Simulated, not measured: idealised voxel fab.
Proc. module: voxel released beams
Square cells of 5 nm make up the cross-section cut, whose width is 270 nm.
For the purposes of this document, a cross-section shall be understood as a grid of square cells, specified as bands listed in top-to-bottom order, each band consisting of one or more rows of cells. Top height, bottom height, nm. Materials left to right, width each, nm. Single material + "everywhere" = fills band edge to edge. "air" = empty. Counting heights begins at 0, where everything beneath is, in the wafer as received, one material. The lowest band has no bottom; it goes on downwards, as "0 and below" shows. Width: "30->40" (first number = top row, second number = bottom row, same change from row to row of cells). The cross-section has no changed cell in any step marked "nothing changed". Non-vented voids: empty space of 8 cells or more with no open way to the top, each as width x height at its distance from the left edge, in nm. Note: text after step settings on the step line = simulator remark on that step. "overlay nm" on a masked step: distance the mask lay right of its planned place, negative for left.

### So here's the lineup of process steps we planned
1. RECEIVE | material Si
2. CONFORMAL_DEP | material Al2O3 | thk nm 10
3. DIRECTIONAL_DEP | material SiO2 | thk nm 15
4. PATTERN | tone open | mask id ANCHOR | material resist | width nm 40 | thk nm 15 | overlay nm -15
5. DIRECTIONAL_ETCH | etch materials SiO2 | depth nm 15
6. STRIP | etch materials resist
7. CONFORMAL_DEP | material polySi | thk nm 15
8. PATTERN | tone cover | mask id BEAM | material resist | width nm 125 | thk nm 20 | overlay nm 0
9. DIRECTIONAL_ETCH | etch materials polySi | depth nm 15
10. STRIP | etch materials resist
11. STRIP | etch materials SiO2
varied across the wafers: overlay nm of step 4. The plan shows the first wafer's value. All wafers start alike

### After step 1, as received: first of several wafers, cross-section
	0 and below: Si everywhere
	Non-vented voids: none

### Every row in this table is a wafer at the end of the module, and it gives, for each of the materials, the cells that wafer has gained (+) or lost (-) since it was received, then its closed voids
overlay nm -15, +108 Al2O3, +93 polySi, Non-vented voids: none
overlay nm -10, +108 Al2O3, +93 polySi, Non-vented voids: none
overlay nm -5, +108 Al2O3, +93 polySi, Non-vented voids: none
overlay nm 0, +108 Al2O3, +93 polySi, Non-vented voids: none
overlay nm 5, +108 Al2O3, +93 polySi, Non-vented voids: none
overlay nm 10, +108 Al2O3, +93 polySi, Non-vented voids: none
overlay nm 15, +108 Al2O3, +93 polySi, Non-vented voids: none
